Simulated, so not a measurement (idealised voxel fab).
The name of this process module is voxel spacer lines.
Pictured: cross-section cut, 210 nm wide, on a grid of 5 nm square cells.
How to read a cross-section here: the picture is a grid of square cells, written as bands going from the top down, and any band can span one or more rows of cells.
What a band's entry tells you: where the top is and where the bottom is, as heights in nm, and after that what lies inside, material by material from left to right, each with its width in nm. Empty space is written as the word "empty", and a single material marked with the word "edge to edge" occupies the band from edge to edge.
Height reference: 0 = level under which incoming wafer is all one material. Lowest band: no bottom, runs on downward, e.g. "0 -> down".
Width: "30..40" (first number = top row, second number = bottom row, same change from row to row of cells).
"remains unaltered" -> step changed no cross-section cell.
The entry "Sealed internal voids" lists the empty spaces that cover at least 8 cells and have no open path to the top. Each is written as width x height at distance, where the distance is measured from the left edge and all three values are in nm.
Past the settings on a step's line: simulator remark, on that step.
Regarding "overlay nm": on a step with a mask, it is the distance the mask lay to the right of its planned place; a negative value places it to the left.
# Below is the list of planned process steps
step 1: RECEIVE [material Si]
step 2: CONFORMAL_DEP [material Al2O3] [thk nm 10]
step 3: DIRECTIONAL_DEP [material TiN] [thk nm 10]
step 4: DIRECTIONAL_DEP [material polySi] [thk nm 30]
step 5: PATTERN [tone cover] [mask id MANDREL] [material resist] [width nm 15] [pitch nm 50] [thk nm 40] [overlay nm 0]
step 6: DIRECTIONAL_ETCH [etch materials polySi] [depth nm 30]
step 7: STRIP [etch materials resist]
step 8: CONFORMAL_DEP [material SiO2] [thk nm 10]
step 9: DIRECTIONAL_ETCH [etch materials SiO2] [depth nm 10]
step 10: STRIP [etch materials polySi]
step 11: DIRECTIONAL_ETCH [etch materials TiN] [depth nm 10]
step 12: STRIP [etch materials SiO2]
# Cross-section of the wafer at receipt, which is the condition after step 1
- 0 -> down = Si edge to edge
- Sealed internal voids: none
# Wafer cross-section at end of module: start and plan as shown above, one execution error
- 10 -> 0 = 35 empty / 10 TiN / 15 empty / 10 TiN / 15 empty / 10 TiN / 15 empty / 10 TiN / 15 empty / 10 TiN / 15 empty / 10 TiN / 40 empty
- 0 -> down = Si edge to edge
- Sealed internal voids: none
What went wrong in running the wafer? step 2 of the plan got skipped, so it never ran
